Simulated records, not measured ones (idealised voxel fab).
Title: Process Module voxel ribs on slabs
The cross-section on display is named cut; it measures 195 nm wide, and its cells are 5 nm squares.
Reading order for cross-sections: top band down to bottom band. Underlying form: a grid of square cells. Band size: one or more rows of cells.
Band: top height; bottom height; in nm. Then, left to right: material with width in nm, for each material. "throughout": a single material spanning edge to edge. "blank": empty space.
For the purposes of this specification, 0 denotes the height below which the wafer in its as-received condition is composed wholly of one material, and the lowermost band, lacking a lower limit, extends downward without end, as expressed in "top 0, no bottom".
Graded width ("30..40"): value in top row of band = first number; value in bottom row = second number; row-to-row change constant.
"nothing got changed", as given for a step, is the statement that not any cell of the cross-section underwent a change during that step.
Any empty space of 8 cells or more lacking an open way to the top shows up in "Unvented cavities" as width x height at distance, distance from the left edge, in nm.
Whatever follows a step's settings on its line is a remark the simulator itself makes about that step.
"overlay nm", when on a step's line for a step with a mask, measures how far to the right of its planned place the mask lay; a negative measure means to the left.

THE PLANNED PROCESS STEPS ARE ENUMERATED HEREUNDER
1 RECEIVE,material Si
2 DIRECTIONAL_DEP,material SiO2,thk nm 25
3 DIRECTIONAL_DEP,material SiN,thk nm 20
4 PATTERN,tone cover,mask id RIB,material resist,width nm 25,thk nm 15,overlay nm 0
5 DIRECTIONAL_ETCH,etch materials SiN,depth nm 5
6 STRIP,etch materials resist
7 MASKED_ETCH,tone cover,mask id SLAB,width nm 85,etch materials SiN,depth nm 15,overlay nm 0
8 FILL_DEP,material SiO2,thk nm 20
9 CMP,height nm 60
10 DIRECTIONAL_DEP,material W,thk nm 10
11 DIRECTIONAL_DEP,material aC,thk nm 10
12 PATTERN,tone cover,mask id HEATER,material resist,width nm 35,thk nm 30,overlay nm 0
13 DIRECTIONAL_ETCH,etch materials aC,depth nm 10
14 STRIP,etch materials resist
15 DIRECTIONAL_ETCH,etch materials W,depth nm 10
16 STRIP,etch materials aC
17 CONFORMAL_DEP,material SiO2,thk nm 10

CROSS-SECTION OF THE WAFER AS IT CAME TO US, I.E., ALREADY THROUGH STEP 1
top 0, no bottom  Si throughout
Unvented cavities: none

FIRST OF TWO WAFERS, END-OF-MODULE SECTION, RUN FOLLOWED PLAN
top 80, bottom 70  70 blank; 55 SiO2; 70 blank
top 70, bottom 60  80 SiO2; 35 W; 80 SiO2
top 60, bottom 45  SiO2 throughout
top 45, bottom 40  85 SiO2; 25 SiN; 85 SiO2
top 40, bottom 25  55 SiO2; 85 SiN; 55 SiO2
top 25, bottom 0  SiO2 throughout
top 0, no bottom  Si throughout
Unvented cavities: none

CROSS-SECTIONAL IMAGE OF THE SECOND WAFER OF THE TWO FOLLOWING COMPLETION OF THE MODULE. STARTING STATE AND PROCESS PLAN WERE THE SAME AS FOR THE FIRST WAFER; ONE EXECUTION ERROR OCCURRED
top 80, bottom 70  70 blank; 55 SiO2; 70 blank
top 70, bottom 60  80 SiO2; 35 W; 80 SiO2
top 60, bottom 20  SiO2 throughout
top 20, bottom 0  SiN throughout
top 0, no bottom  Si throughout
Unvented cavities: none
So what did we get wrong on this run? note: step 2 <-> step 3, run order reversed vs plan
Per the end-of-run cell counts, the second wafer holds more or fewer of some materials than the first: +100 SiN; -100 SiO2
